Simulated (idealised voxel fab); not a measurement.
The name of this process module is voxel ribs on slabs.
Pictured: cross-section cut, 250 nm wide, on a grid of 5 nm square cells.
This document writes a cross-section as a grid whose cells are square, and gives it as bands, listed from the top down; one or more rows of cells form a band. Look at the band entry: it leads with the top's height and the bottom's height in nm. Then it lists the materials left to right, with a width in nm for each. The word "edge to edge" on a single material says that material fills the band edge to edge. The word "blank" is empty space. The level at which height equals 0 is the one under which the wafer, as it arrives, is entirely one material. No lower edge exists for the bottom band, which continues downward and is notated as in "0 -> down". A two-number width, for instance "30 to 40", indicates that the width is equal to the first number in the top row of the band and to the second number in the bottom row, and that it changes by a constant amount per row of cells. "remained unchanged" -> step changed no cross-section cell. Empty spaces counting at least 8 cells and having no open way to the top are listed in "Fully sealed voids". The notation width x height at distance is used for each, the distance being from the left edge and all three values in nm. Text after the settings on a step's line: the simulator's own remark on that step. overlay nm: on a step with a mask, how far right of its planned place the mask lay; negative means left.

# Intended process steps
1,RECEIVE,material Si
2,DIRECTIONAL_DEP,material SiO2,thk nm 25
3,DIRECTIONAL_DEP,material SiN,thk nm 25
4,MASKED_ETCH,tone cover,mask id RIB,width nm 15,etch materials SiN,depth nm 20,overlay nm 0
5,DIRECTIONAL_DEP,material aC,thk nm 10
6,PATTERN,tone cover,mask id SLAB,material resist,width nm 55,thk nm 25,overlay nm 0
7,DIRECTIONAL_ETCH,etch materials aC,depth nm 10
8,STRIP,etch materials resist
9,DIRECTIONAL_ETCH,etch materials SiN,depth nm 5
10,STRIP,etch materials aC
11,FILL_DEP,material SiO2,thk nm 25
12,CMP,height nm 65
13,DIRECTIONAL_DEP,material TiN,thk nm 10
14,MASKED_ETCH,tone cover,mask id HEATER,width nm 25,etch materials TiN,depth nm 10,overlay nm 0
15,CONFORMAL_DEP,material SiN,thk nm 5

# Cross-section of the wafer as it came to us, i.e., already through step 1
- 0 -> down  Si edge to edge
- Fully sealed voids: none

# One mistake in running the module, otherwise start and plan as above: cross-section at the end
- 80 -> 75  blank (105) / SiN (35) / blank (110)
- 75 -> 70  blank (105) / SiN (5) / TiN (25) / SiN (5) / blank (110)
- 70 -> 65  SiN (110) / TiN (25) / SiN (115)
- 65 -> 55  SiO2 (115) / SiN (15) / SiO2 (120)
- 55 -> 50  SiO2 (95) / SiN (55) / SiO2 (100)
- 50 -> 0  SiO2 edge to edge
- 0 -> down  Si edge to edge
- Fully sealed voids: none
Error vs. plan: yeah, plan step 2 got run twice
